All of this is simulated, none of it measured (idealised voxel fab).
This section sets out a process module, namely voxel double patterning.
Shown is cross-section cut, with a width of 210 nm and square cells of size 5 nm.
Just so we're on the same page, the cross-sections are grids of square cells, and they're listed out in bands top to bottom, each band one or more rows deep.
Each band's line starts with the height of the band's top and of its bottom, in nm. Then come its materials from left to right, each with its width in nm. One material with "edge to edge" fills the band from edge to edge. "blank" is empty space.
The reference from which all heights are counted is 0, the level beneath which the as-received wafer is entirely one material; the lowest band, having no lower bound, proceeds downward and is written after the example "top 0, no bottom".
The width entry "30 to 40" should be interpreted row by row: the top row of cells in the band takes the first number, the bottom row takes the second number, and the change between adjacent rows is uniform throughout.
"no change occurred" after a step means that no cell of the cross-section changed.
Entry "Closed void catalog" = empty spaces >= 8 cells with no open way to the top; each as width x height at distance, distance from left edge, all nm.
What comes after the settings on a step's line is commentary from the simulator itself on that step.
overlay nm: right-of-plan distance of the mask on a masked step; negative values mean left-of-plan.

The process steps that were planned are listed below:
1,RECEIVE [material Si]
2,CONFORMAL_DEP [material SiO2] [thk nm 10]
3,DIRECTIONAL_DEP [material polySi] [thk nm 10]
4,DIRECTIONAL_DEP [material SiN] [thk nm 5]
5,PATTERN [tone open] [mask id FIRST] [material resist] [width nm 15] [pitch nm 50] [thk nm 15] [overlay nm 0]
6,DIRECTIONAL_ETCH [etch materials SiN] [depth nm 5]
7,STRIP [etch materials resist]
8,DIRECTIONAL_DEP [material aC] [thk nm 10]
9,PATTERN [tone open] [mask id SECOND] [material resist] [width nm 15] [pitch nm 50] [thk nm 25] [overlay nm 0]
10,DIRECTIONAL_ETCH [etch materials aC] [depth nm 10]
11,STRIP [etch materials resist]
12,DIRECTIONAL_ETCH [etch materials SiN] [depth nm 5]
13,STRIP [etch materials aC]
14,DIRECTIONAL_ETCH [etch materials polySi] [depth nm 10]
15,STRIP [etch materials SiN]
Where the wafers of this document differ is in the width nm of step 5; they start out the same, and the plan states the value that applied to the first wafer.

Cross-section of the first incoming wafer of several, state after step 1:
top 0, no bottom | Si edge to edge
Closed void catalog: none

Depicted here is the first of several wafers in cross-section, at module completion following the last step, step 15:
top 20, bottom 10 | 45 nm polySi, 15 nm blank, 10 nm polySi, 15 nm blank, 10 nm polySi, 15 nm blank, 10 nm polySi, 15 nm blank, 10 nm polySi, 15 nm blank, 50 nm polySi
top 10, bottom 0 | SiO2 edge to edge
top 0, no bottom | Si edge to edge
Closed void catalog: none

Final wafer of several, shown in cross-section at the end of the module:
top 20, bottom 10 | 40 nm polySi, 45 nm blank, 5 nm polySi, 45 nm blank, 5 nm polySi, 30 nm blank, 40 nm polySi
top 10, bottom 0 | SiO2 edge to edge
top 0, no bottom | Si edge to edge
Closed void catalog: none

Tabulated below, wafer by wafer, are the end-of-module results: for each material, the number of cells gained (+) or lost (-) relative to the as-received state, followed by the closed voids:
width nm 15 | +84 SiO2 | +54 polySi | Closed void catalog: none
width nm 20 | +84 SiO2 | +48 polySi | Closed void catalog: none
width nm 25 | +84 SiO2 | +42 polySi | Closed void catalog: none
width nm 30 | +84 SiO2 | +36 polySi | Closed void catalog: none
